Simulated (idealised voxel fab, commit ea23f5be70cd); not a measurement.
The name of this process module is voxel quadruple lines.
We display cut, a cross-section 155 nm in width whose square cells are each 5 nm.
If you're reading a cross-section in this doc, picture square cells in a grid; it comes to you as bands, top ones listed first down to the bottom, and a band can be one or more rows of cells.
It is stipulated that each band's entry specify, in nanometres, the height of the top of the band and then that of its bottom, followed by the materials of the band in left-to-right sequence, each together with its width in nanometres. A single material marked by the word "all across" is understood to fill the band from edge to edge; the word "air" is understood to denote empty space.
The level at which height equals 0 is the one under which the wafer, as it arrives, is entirely one material. No lower edge exists for the bottom band, which continues downward and is notated as in "from 0 down".
So if you see something like "30->40" for the width, read it as the top row of the band sitting at the first number and the bottom row at the second, with every row in between moving by the same amount as the last.
"no change" -> step changed no cross-section cell.
This entry, "Fully enclosed voids", enumerates those empty regions of no fewer than 8 cells that possess no open connection to the top. Each region is reported in the form width x height at distance, the distance being taken from the left edge, with all three quantities expressed in nm.
Post-settings text on a step line: simulator's own remark regarding the step.
overlay nm: right-of-plan distance of the mask on a masked step; negative values mean left-of-plan.
[Planned step list for the process]
1) RECEIVE,material Si
2) CONFORMAL_DEP,material SiO2,thk nm 5
3) DIRECTIONAL_DEP,material W,thk nm 10
4) DIRECTIONAL_DEP,material polySi,thk nm 15
5) DIRECTIONAL_DEP,material aC,thk nm 20
6) PATTERN,tone cover,mask id MANDREL,material resist,width nm 35,thk nm 30,overlay nm 0
7) DIRECTIONAL_ETCH,etch materials aC,depth nm 20
8) STRIP,etch materials resist
9) CONFORMAL_DEP,material SiO2,thk nm 15
10) DIRECTIONAL_ETCH,etch materials SiO2,depth nm 15
11) STRIP,etch materials aC
12) DIRECTIONAL_ETCH,etch materials polySi,depth nm 15
13) STRIP,etch materials SiO2
14) CONFORMAL_DEP,material SiCN,thk nm 10
15) DIRECTIONAL_ETCH,etch materials SiCN,depth nm 10
16) STRIP,etch materials polySi
17) DIRECTIONAL_ETCH,etch materials W,depth nm 10
18) STRIP,etch materials SiCN
[Delivered wafer in cross-section: state after step 1]
	from 0 down = Si all across
	Fully enclosed voids: none
[First of two wafers at the end of the module, shown in cross-section; run carried out as planned]
	from 15 to 5 = air: 35; W: 10; air: 15; W: 10; air: 15; W: 10; air: 15; W: 10; air: 35
	from 5 to 0 = SiO2 all across
	from 0 down = Si all across
	Fully enclosed voids: none
[Cross-sectional view of the second of two wafers upon completion of the module. This wafer shared its starting condition and process plan with the first; one error was made during its execution]
	from 15 to 5 = air: 30; W: 10; air: 15; W: 10; air: 15; W: 10; air: 15; W: 10; air: 40
	from 5 to 0 = SiO2 all across
	from 0 down = Si all across
	Fully enclosed voids: none
Where did the run depart from the plan? step 6 ran with different settings than intended, the actual operation and settings being PATTERN,tone cover,mask id MANDREL,material resist,width nm 35,thk nm 30,overlay nm -5
Matching per-material cell counts, mismatched positions: that is how the second wafer compares with the first at the end.
